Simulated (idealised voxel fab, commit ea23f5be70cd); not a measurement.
Process module, titled voxel gate over fins
Cross-section cut: width 220 nm, square cells of 5 nm.
Just so we're on the same page, the cross-sections are grids of square cells, and they're listed out in bands top to bottom, each band one or more rows deep.
The entry gives the band's vertical extent as a top height and a bottom height in nm, then its horizontal make-up as materials from left to right, each with a width in nm. "air" stands for empty space; a single material marked "throughout" fills the band edge to edge.
Heights are reckoned from 0. Under this level, the received wafer is all of one material. The bottommost band is open-ended downward, for example "top 0, no bottom".
A width given as "30 to 40" starts at the first number in the band's top row and ends at the second number in its bottom row, shifting by an equal amount at every step from row to row.
No cell of the cross-section changed in a step that is given as "no alterations made".
"Closed internal voids" specifies each empty space that is not open to the top and that occupies no fewer than 8 cells, using the form width x height at distance, the distance measured from the left edge and all three quantities in nm.
If you see something after the settings on a step's line, that's the simulator's own remark about that step.
overlay nm: mask offset rightward from planned place, masked step; negative means leftward offset.
This section lists the process steps that were planned:
| 1 | RECEIVE with material Si |
| 2 | CONFORMAL_DEP with material SiN, thk nm 10 |
| 3 | PATTERN with tone cover, mask id FINS, material resist, width nm 15, pitch nm 50, thk nm 15, overlay nm -10 |
| 4 | DIRECTIONAL_ETCH with etch materials SiN, depth nm 10 |
| 5 | DIRECTIONAL_ETCH with etch materials Si, depth nm 35 |
| 6 | STRIP with etch materials resist |
| 7 | OXIDIZE with depth nm 5 |
| 8 | FILL_DEP with material SiO2, thk nm 10 |
| 9 | CMP with height nm 10 |
| 10 | PATTERN with tone open, mask id RAIL, material resist, width nm 15, thk nm 20, overlay nm 0 |
| 11 | DIRECTIONAL_ETCH with etch materials SiO2, depth nm 40 |
| 12 | STRIP with etch materials resist |
| 13 | CONFORMAL_DEP with material TiN, thk nm 5 |
| 14 | FILL_DEP with material W, thk nm 5 |
| 15 | CMP with height nm 10 |
| 16 | SELECTIVE_ETCH with etch materials W Ru TiN, depth nm 30 |
| 17 | FILL_DEP with material SiO2, thk nm 5 |
| 18 | CMP with height nm 10 |
| 19 | SELECTIVE_ETCH with etch materials SiO2, depth nm 25 |
| 20 | STRIP with etch materials SiN |
| 21 | CONFORMAL_DEP with material HfO2, thk nm 5 |
| 22 | CONFORMAL_DEP with material TiN, thk nm 5 |
| 23 | FILL_DEP with material W, thk nm 15 |
| 24 | CMP with height nm 20 |
| 25 | CONFORMAL_DEP with material SiCN, thk nm 10 |
All wafers enter the flow in the same state. The overlay nm at step 3 differs from wafer to wafer, and the plan gives the value for the first wafer.
Cross-section, first of several wafers, as delivered after step 1:
- top 0, no bottom = Si throughout
- Closed internal voids: none
Quick key for the table: a row per wafer, taken at the end of the module. For each material it tells you how many cells the wafer gained (+) or lost (-) since it came in, and the closed voids come after:
overlay nm -10 | +68 HfO2 | -320 Si | +88 SiCN | +194 SiO2 | +73 TiN | +161 W | Closed internal voids: none
overlay nm -5 | +68 HfO2 | -320 Si | +88 SiCN | +194 SiO2 | +73 TiN | +161 W | Closed internal voids: none
overlay nm 0 | +68 HfO2 | -320 Si | +88 SiCN | +194 SiO2 | +73 TiN | +161 W | Closed internal voids: none
overlay nm 5 | +68 HfO2 | -320 Si | +88 SiCN | +194 SiO2 | +73 TiN | +161 W | Closed internal voids: none
overlay nm 10 | +68 HfO2 | -320 Si | +88 SiCN | +194 SiO2 | +73 TiN | +161 W | Closed internal voids: none
overlay nm 15 | +68 HfO2 | -320 Si | +88 SiCN | +196 SiO2 | +72 TiN | +160 W | Closed internal voids: none
